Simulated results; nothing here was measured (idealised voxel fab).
process module | voxel capacitor over wiring
cross-section cut | 225 nm wide | cells 5 nm
A cross-section is a grid of square cells, given in bands from the top down. A band is one or more rows of cells.
Each band's line starts with the height of the band's top and of its bottom, in nm. Then come its materials from left to right, each with its width in nm. One material with "throughout" fills the band from edge to edge. "air" is empty space.
Height 0 is the level under which the wafer as received is all one material. The lowest band goes on downwards, as in "0 down".
A width such as "30 to 40" changes by the same amount from each row of cells to the next, from the band's top row to its bottom row.
"no change" after a step means that no cell of the cross-section changed.
closed voids: empty space of 8 cells or more with no open way to the top, each as width x height at its distance from the left edge, in nm
after a step's settings: what the simulator itself notes on the step
overlay nm, on a step with a mask: how far to the right of its planned place the mask lay; to the left if negative
plan
1 op RECEIVE | material Si
2 op CONFORMAL_DEP | material SiO2 | thk nm 15
3 op DIRECTIONAL_DEP | material TiN | thk nm 5
4 op DIRECTIONAL_DEP | material W | thk nm 15
5 op DIRECTIONAL_DEP | material aC | thk nm 10
6 op PATTERN | tone cover | mask id METAL_1 | material resist | width nm 30 | pitch nm 95 | thk nm 30 | overlay nm 0
7 op DIRECTIONAL_ETCH | etch materials aC | depth nm 10
8 op STRIP | etch materials resist
9 op DIRECTIONAL_ETCH | etch materials W | depth nm 15
10 op DIRECTIONAL_ETCH | etch materials TiN | depth nm 5
11 op STRIP | etch materials aC
12 op CONFORMAL_DEP | material SiN | thk nm 5
13 op FILL_DEP | material lowk | thk nm 10
14 op CMP | height nm 35
15 op CONFORMAL_DEP | material SiCN | thk nm 5
16 op DIRECTIONAL_DEP | material SiO2 | thk nm 20
17 op PATTERN | tone open | mask id PLUG_1 | material resist | width nm 15 | thk nm 20 | overlay nm 0
18 op DIRECTIONAL_ETCH | etch materials SiO2 | depth nm 20
19 op DIRECTIONAL_ETCH | etch materials SiCN | depth nm 5
20 op STRIP | etch materials resist
21 op EPI | material Ru | thk nm 10
22 op EPI | material Ru | thk nm 10
23 op EPI | material Ru | thk nm 5
24 op DIRECTIONAL_DEP | material TiN | thk nm 5
25 op DIRECTIONAL_DEP | material Al2O3 | thk nm 5
26 op DIRECTIONAL_DEP | material TiN | thk nm 10
27 op PATTERN | tone cover | mask id UPPER_PLATE | material resist | width nm 70 | thk nm 20 | overlay nm 0
28 op DIRECTIONAL_ETCH | etch materials TiN | depth nm 10
29 op DIRECTIONAL_ETCH | etch materials Al2O3 | depth nm 5
30 op STRIP | etch materials resist
31 op PATTERN | tone cover | mask id LOWER_PLATE | material resist | width nm 80 | thk nm 15 | overlay nm 0
32 op DIRECTIONAL_ETCH | etch materials TiN | depth nm 5
33 op STRIP | etch materials resist
34 op FILL_DEP | material SiO2 | thk nm 20
35 op CMP | height nm 95
36 op MASKED_ETCH | tone open | mask id PLUG_2 | width nm 15 | etch materials SiO2 | depth nm 15 | overlay nm 0
37 op CONFORMAL_DEP | material TiN | thk nm 5
38 op FILL_DEP | material W | thk nm 10
39 op CMP | height nm 95
40 op CONFORMAL_DEP | material SiCN | thk nm 5
as received, after step 1
  0 down: Si throughout
  closed voids: none
a wafer at the end: this start, this plan, one mistake
  100 to 95: SiCN throughout
  95 to 85: SiO2 85 | TiN 5 | W 5 | TiN 5 | SiO2 125
  85 to 80: SiO2 85 | TiN 15 | SiO2 125
  80 to 70: SiO2 65 | TiN 70 | SiO2 90
  70 to 65: SiO2 65 | Al2O3 70 | SiO2 90
  65 to 60: SiO2 60 | TiN 80 | SiO2 85
  60 to 40: SiO2 65 | Ru 15 | SiO2 145
  40 to 35: SiCN 65 | Ru 15 | SiCN 145
  35 to 20: lowk 45 | SiN 5 | W 30 | SiN 5 | lowk 55 | SiN 5 | W 30 | SiN 5 | lowk 45
  20 to 15: SiN 50 | TiN 30 | SiN 65 | TiN 30 | SiN 50
  15 to 0: SiO2 throughout
  0 down: Si throughout
  closed voids: none
what went wrong: step 36 ran as: op MASKED_ETCH | tone open | mask id PLUG_2 | width nm 15 | etch materials SiO2 | depth nm 15 | overlay nm 10
